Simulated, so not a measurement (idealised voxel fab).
Process module name: voxel ribs on slabs
Section cut is 275 nm wide and gridded with 5 nm square cells.
Bands, listed from the top down, are how a cross-section gets written in this document; the cross-section itself is a grid of square cells, and a band is one or more rows of them. This entry defines a band. It first specifies the height of the band's top and the height of its bottom in nm, and then specifies the band's materials from left to right, stating each material with its width in nm. The word "all across" identifies a single material that fills the band from edge to edge, while the word "blank" identifies empty space. Height is counted from the level 0, under which the received wafer is composed throughout of one material. The lowest of the bands is not closed at the bottom but continues downward, in the notation "0 down". A two-number width, for instance "30..40", indicates that the width is equal to the first number in the top row of the band and to the second number in the bottom row, and that it changes by a constant amount per row of cells. Any step labelled "remains unaltered" changed none of the cells in the cross-section. This entry, "Closed void table", enumerates those empty regions of no fewer than 8 cells that possess no open connection to the top. Each region is reported in the form width x height at distance, the distance being taken from the left edge, with all three quantities expressed in nm. The remark found on a step's line after its settings is issued by the simulator itself and pertains to that step. Each step line may optionally specify "overlay nm", which for a step with a mask gives the rightward distance between the mask's planned place and where it lay, a negative value indicating the leftward direction.
-- Here's what the planned process steps look like
1 RECEIVE (material Si)
2 DIRECTIONAL_DEP (material SiO2; thk nm 25)
3 DIRECTIONAL_DEP (material SiN; thk nm 15)
4 MASKED_ETCH (tone cover; mask id RIB; width nm 25; etch materials SiN; depth nm 5; overlay nm 0)
5 DIRECTIONAL_DEP (material aC; thk nm 15)
6 PATTERN (tone cover; mask id SLAB; material resist; width nm 55; thk nm 35; overlay nm 0)
7 DIRECTIONAL_ETCH (etch materials aC; depth nm 15)
8 STRIP (etch materials resist)
9 DIRECTIONAL_ETCH (etch materials SiN; depth nm 10)
10 STRIP (etch materials aC)
11 FILL_DEP (material SiO2; thk nm 15)
12 CMP (height nm 50)
13 DIRECTIONAL_DEP (material W; thk nm 10)
14 PATTERN (tone cover; mask id HEATER; material resist; width nm 35; thk nm 20; overlay nm 0)
15 DIRECTIONAL_ETCH (etch materials W; depth nm 10)
16 STRIP (etch materials resist)
17 CONFORMAL_DEP (material SiN; thk nm 10)
-- Cross-section: wafer on arrival = after step 1
> 0 down = Si all across
> Closed void table: none
-- This is how the wafer looks in cross-section once the module is done, given the starting state and plan above and one mistake in carrying the plan out
> 70 to 60 = blank: 110; SiN: 55; blank: 110
> 60 to 50 = SiN: 120; W: 35; SiN: 120
> 50 to 40 = SiO2 all across
> 40 to 35 = SiO2: 125; SiN: 25; SiO2: 125
> 35 to 25 = SiO2: 120; SiN: 55; SiO2: 100
> 25 to 0 = SiO2 all across
> 0 down = Si all across
> Closed void table: none
Finding, execution versus plan: contrary to plan, step 6 was performed as PATTERN (tone cover; mask id SLAB; material resist; width nm 55; thk nm 35; overlay nm 10)
